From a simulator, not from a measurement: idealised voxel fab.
A process module follows: voxel tone inversion.
This is section cut - it's 200 nm across, gridded in 5 nm square cells.
Cross-sections here: square-cell grids, written as top-down lists of bands, a band being one or more rows of cells.
The band entry comprises the height of the band's top followed by the height of its bottom, expressed in nm, and subsequently the band's materials from left to right, each stated together with its width in nm. Where a single material is marked with the word "edge to edge", that material fills the band from edge to edge. The word "blank" represents empty space.
Where do heights start? At 0: under that level the wafer as delivered is made of one material only. And the lowest band has no floor; it just carries on downward, as in "0 -> down".
You'd read "30->40" like this: the band's top row of cells is as wide as the first number, its bottom row is as wide as the second, and going down, every row changes width by the same amount as the row before did.
"remained unchanged" for a step: no cell of the cross-section changed in that step.
Reported under the label "Enclosed internal cavities" are the empty spaces having no open way to the top and comprising 8 cells or more; the notation for each is width x height at distance, in which the distance is measured from the left edge and all three values are in nm.
Where a step's line continues beyond its settings, the continuation is a remark by the simulator itself on that step.
overlay nm: mask right of planned place by this much (step with mask). Neg. = left.

Process steps (planned)
1 RECEIVE (material Si)
2 CONFORMAL_DEP (material SiN; thk nm 5)
3 DIRECTIONAL_DEP (material aC; thk nm 25)
4 PATTERN (tone cover; mask id POSTS; material resist; width nm 25; pitch nm 50; thk nm 35; overlay nm 0)
5 DIRECTIONAL_ETCH (etch materials aC; depth nm 25)
6 STRIP (etch materials resist)
7 FILL_DEP (material SiO2; thk nm 10)
8 CMP (height nm 30)
9 STRIP (etch materials aC)
10 CONFORMAL_DEP (material TiN; thk nm 5)
11 FILL_DEP (material Cu; thk nm 5)
12 CMP (height nm 30)
13 CONFORMAL_DEP (material SiN; thk nm 5)

Wafer as received: cross-section following step 1
  0 -> down: Si edge to edge
  Enclosed internal cavities: none

Cross-section, first of two wafers, end of module, run as planned
  35 -> 30: SiN edge to edge
  30 -> 10: SiO2=60 | TiN=5 | Cu=15 | TiN=5 | SiO2=25 | TiN=5 | Cu=15 | TiN=5 | SiO2=65
  10 -> 5: SiO2=60 | TiN=25 | SiO2=25 | TiN=25 | SiO2=65
  5 -> 0: SiN edge to edge
  0 -> down: Si edge to edge
  Enclosed internal cavities: none

Cross-section at end of module for the second wafer of two, which matched the first in starting point and plan and differed by one mistake in its processing
  25 -> 20: SiN edge to edge
  20 -> 10: SiO2=60 | TiN=5 | Cu=15 | TiN=5 | SiO2=25 | TiN=5 | Cu=15 | TiN=5 | SiO2=65
  10 -> 5: SiO2=60 | TiN=25 | SiO2=25 | TiN=25 | SiO2=65
  5 -> 0: SiN edge to edge
  0 -> down: Si edge to edge
  Enclosed internal cavities: none
Plan not followed: step 12 ran differently from the plan; actual operation with settings: CMP (height nm 20)
In the final state, the cell counts of the second wafer exceed or fall short of those of the first for the following materials: 12 fewer of Cu | 60 fewer of SiO2 | 8 fewer of TiN
